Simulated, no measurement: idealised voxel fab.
The document below concerns the process module designated voxel wiring stack.
The figure presents cross-section cut, which has a width of 230 nm and is divided into square cells with an edge length of 5 nm.
Cross-section = grid of square cells, listed top down in bands; band = one or more rows. For a band, the entry starts with two heights in nm, that of the top and then that of the bottom, and carries on with the band's materials in order from left to right, each alongside its width in nm; the word "all across" beside a single material means it fills the band edge to edge, and "empty" means empty space. Heights are measured from 0, the level below which the as-received wafer is all one material; the lowest band has no bottom and continues downward, written as in "0 and below". A width given as "30..40" starts at the first number in the band's top row and ends at the second number in its bottom row, shifting by an equal amount at every step from row to row. When a step is marked "all unchanged", none of the cells in the cross-section changed during that step. Voids not open to the top, 8 cells minimum: see "Voids lacking openings". Written width x height at distance; distance is from the left edge; nm. after a step's settings: what the simulator itself notes on the step. "overlay nm" denotes, for a step that has a mask, the displacement of the mask to the right of its planned place, with negative values corresponding to the left.
Process steps - plan:
1. RECEIVE: material Si
2. CONFORMAL_DEP: material SiO2, thk nm 10
3. DIRECTIONAL_DEP: material TiN, thk nm 5
4. DIRECTIONAL_DEP: material W, thk nm 25
5. MASKED_ETCH: tone cover, mask id METAL_1, width nm 15, pitch nm 40, etch materials W, depth nm 25, overlay nm 0
6. MASKED_ETCH: tone cover, mask id METAL_1, width nm 25, pitch nm 40, etch materials TiN, depth nm 5, overlay nm 0
7. CONFORMAL_DEP: material SiCN, thk nm 5
8. FILL_DEP: material lowk, thk nm 10
9. CMP: height nm 40
10. CONFORMAL_DEP: material SiCN, thk nm 5
11. DIRECTIONAL_DEP: material SiO2, thk nm 10
12. PATTERN: tone open, mask id PLUG_1, material resist, width nm 15, thk nm 20, overlay nm 0
13. DIRECTIONAL_ETCH: etch materials SiO2, depth nm 10
14. DIRECTIONAL_ETCH: etch materials SiCN, depth nm 5
15. STRIP: etch materials resist
16. CONFORMAL_DEP: material TiN, thk nm 5
17. FILL_DEP: material Ru, thk nm 5
18. CMP: height nm 55
19. CONFORMAL_DEP: material SiCN, thk nm 5
20. DIRECTIONAL_DEP: material lowk, thk nm 25
21. MASKED_ETCH: tone open, mask id METAL_2, width nm 25, pitch nm 40, etch materials lowk, depth nm 25, overlay nm 0
22. MASKED_ETCH: tone open, mask id METAL_2, width nm 25, pitch nm 40, etch materials SiCN, depth nm 5, overlay nm 0
23. CONFORMAL_DEP: material TiN, thk nm 5
24. FILL_DEP: material Cu, thk nm 5
25. CMP: height nm 85
26. CONFORMAL_DEP: material SiCN, thk nm 5
27. DIRECTIONAL_DEP: material lowk, thk nm 10
28. MASKED_ETCH: tone open, mask id PLUG_2, width nm 15, etch materials lowk, depth nm 10, overlay nm 0
29. MASKED_ETCH: tone open, mask id PLUG_2, width nm 15, etch materials SiCN, depth nm 5, overlay nm 0
30. CONFORMAL_DEP: material TiN, thk nm 5
31. FILL_DEP: material Cu, thk nm 5
32. CMP: height nm 100
33. DIRECTIONAL_DEP: material TiN, thk nm 5
34. DIRECTIONAL_DEP: material W, thk nm 25
35. DIRECTIONAL_DEP: material aC, thk nm 10
36. PATTERN: tone cover, mask id METAL_3, material resist, width nm 25, pitch nm 40, thk nm 25, overlay nm 0
37. DIRECTIONAL_ETCH: etch materials aC, depth nm 10
38. STRIP: etch materials resist
39. DIRECTIONAL_ETCH: etch materials W, depth nm 25
40. DIRECTIONAL_ETCH: etch materials TiN, depth nm 5
41. STRIP: etch materials aC
42. FILL_DEP: material lowk, thk nm 10
43. CMP: height nm 130
44. CONFORMAL_DEP: material SiCN, thk nm 5
45. DIRECTIONAL_DEP: material lowk, thk nm 10
46. MASKED_ETCH: tone open, mask id PLUG_3, width nm 15, etch materials lowk, depth nm 10, overlay nm 0
47. MASKED_ETCH: tone open, mask id PLUG_3, width nm 15, etch materials SiCN, depth nm 5, overlay nm 0
48. CONFORMAL_DEP: material TiN, thk nm 5
49. FILL_DEP: material W, thk nm 10
50. CMP: height nm 145
51. CONFORMAL_DEP: material SiN, thk nm 5
52. DIRECTIONAL_DEP: material SiO2, thk nm 25
53. MASKED_ETCH: tone open, mask id METAL_4, width nm 25, pitch nm 40, etch materials SiO2, depth nm 25, overlay nm 0
54. MASKED_ETCH: tone open, mask id METAL_4, width nm 25, pitch nm 40, etch materials SiN, depth nm 5, overlay nm 0
55. CONFORMAL_DEP: material TiN, thk nm 5
56. FILL_DEP: material Ru, thk nm 10
57. CMP: height nm 175
58. EPI: material Ru, thk nm 5
59. FILL_DEP: material SiCN, thk nm 5
Every wafer here starts from the same state; it is the step 5 width nm that distinguishes them, and the value the plan gives belongs to the first wafer.
Cross-section, first of several wafers, as delivered after step 1:
- 0 and below: Si all across
- Voids lacking openings: none
Cross-sectional representation of the first of several wafers at the end of the module, i.e. after its terminal step, step 59:
- 185 down to 180: SiCN all across
- 180 down to 175: 75 of SiCN  35 of Ru  5 of SiCN  35 of Ru  80 of SiCN
- 175 down to 150: 80 of SiO2  5 of TiN  15 of Ru  5 of TiN  15 of SiO2  5 of TiN  15 of Ru  5 of TiN  85 of SiO2
- 150 down to 145: 80 of SiN  25 of TiN  15 of SiN  25 of TiN  85 of SiN
- 145 down to 135: 80 of lowk  5 of TiN  5 of W  5 of TiN  135 of lowk
- 135 down to 130: 80 of SiCN  15 of TiN  135 of SiCN
- 130 down to 105: 80 of lowk  25 of W  15 of lowk  25 of W  85 of lowk
- 105 down to 100: 80 of lowk  25 of TiN  15 of lowk  25 of TiN  85 of lowk
- 100 down to 90: 80 of lowk  5 of TiN  5 of Cu  5 of TiN  135 of lowk
- 90 down to 85: 80 of SiCN  15 of TiN  135 of SiCN
- 85 down to 60: 80 of lowk  5 of TiN  15 of Cu  5 of TiN  15 of lowk  5 of TiN  15 of Cu  5 of TiN  85 of lowk
- 60 down to 55: 80 of SiCN  25 of TiN  15 of SiCN  25 of TiN  85 of SiCN
- 55 down to 45: 80 of SiO2  5 of TiN  5 of Ru  5 of TiN  135 of SiO2
- 45 down to 40: 80 of SiCN  15 of TiN  135 of SiCN
- 40 down to 20: 80 of lowk  5 of SiCN  15 of W  5 of SiCN  15 of lowk  5 of SiCN  15 of W  5 of SiCN  85 of lowk
- 20 down to 15: 75 of lowk  10 of SiCN  15 of W  10 of SiCN  5 of lowk  10 of SiCN  15 of W  10 of SiCN  80 of lowk
- 15 down to 10: 80 of SiCN  25 of TiN  15 of SiCN  25 of TiN  85 of SiCN
- 10 down to 0: SiO2 all across
- 0 and below: Si all across
- Voids lacking openings: none
Final wafer cross-section at module end:
- 185 down to 180: SiCN all across
- 180 down to 175: 75 of SiCN  35 of Ru  5 of SiCN  35 of Ru  80 of SiCN
- 175 down to 150: 80 of SiO2  5 of TiN  15 of Ru  5 of TiN  15 of SiO2  5 of TiN  15 of Ru  5 of TiN  85 of SiO2
- 150 down to 145: 80 of SiN  25 of TiN  15 of SiN  25 of TiN  85 of SiN
- 145 down to 135: 80 of lowk  5 of TiN  5 of W  5 of TiN  135 of lowk
- 135 down to 130: 80 of SiCN  15 of TiN  135 of SiCN
- 130 down to 105: 80 of lowk  25 of W  15 of lowk  25 of W  85 of lowk
- 105 down to 100: 80 of lowk  25 of TiN  15 of lowk  25 of TiN  85 of lowk
- 100 down to 90: 80 of lowk  5 of TiN  5 of Cu  5 of TiN  135 of lowk
- 90 down to 85: 80 of SiCN  15 of TiN  135 of SiCN
- 85 down to 60: 80 of lowk  5 of TiN  15 of Cu  5 of TiN  15 of lowk  5 of TiN  15 of Cu  5 of TiN  85 of lowk
- 60 down to 55: 80 of SiCN  25 of TiN  15 of SiCN  25 of TiN  85 of SiCN
- 55 down to 45: 80 of SiO2  5 of TiN  5 of Ru  5 of TiN  135 of SiO2
- 45 down to 40: 80 of SiCN  15 of TiN  135 of SiCN
- 40 down to 15: 75 of lowk  5 of SiCN  25 of W  5 of SiCN  5 of lowk  5 of SiCN  25 of W  5 of SiCN  80 of lowk
- 15 down to 10: 80 of SiCN  25 of TiN  15 of SiCN  25 of TiN  85 of SiCN
- 10 down to 0: SiO2 all across
- 0 and below: Si all across
- Voids lacking openings: none
Each row below is a wafer at the end of the module, listing for every material the number of cells it has gained (+) or lost (-) since it was received, followed by its closed voids:
width nm 15 | +32 Cu | +46 Ru | +303 SiCN | +36 SiN | +358 SiO2 | +101 TiN | +82 W | +744 lowk | Voids lacking openings: none
width nm 20 | +32 Cu | +46 Ru | +301 SiCN | +36 SiN | +358 SiO2 | +101 TiN | +92 W | +736 lowk | Voids lacking openings: none
width nm 25 | +32 Cu | +46 Ru | +299 SiCN | +36 SiN | +358 SiO2 | +101 TiN | +102 W | +728 lowk | Voids lacking openings: none
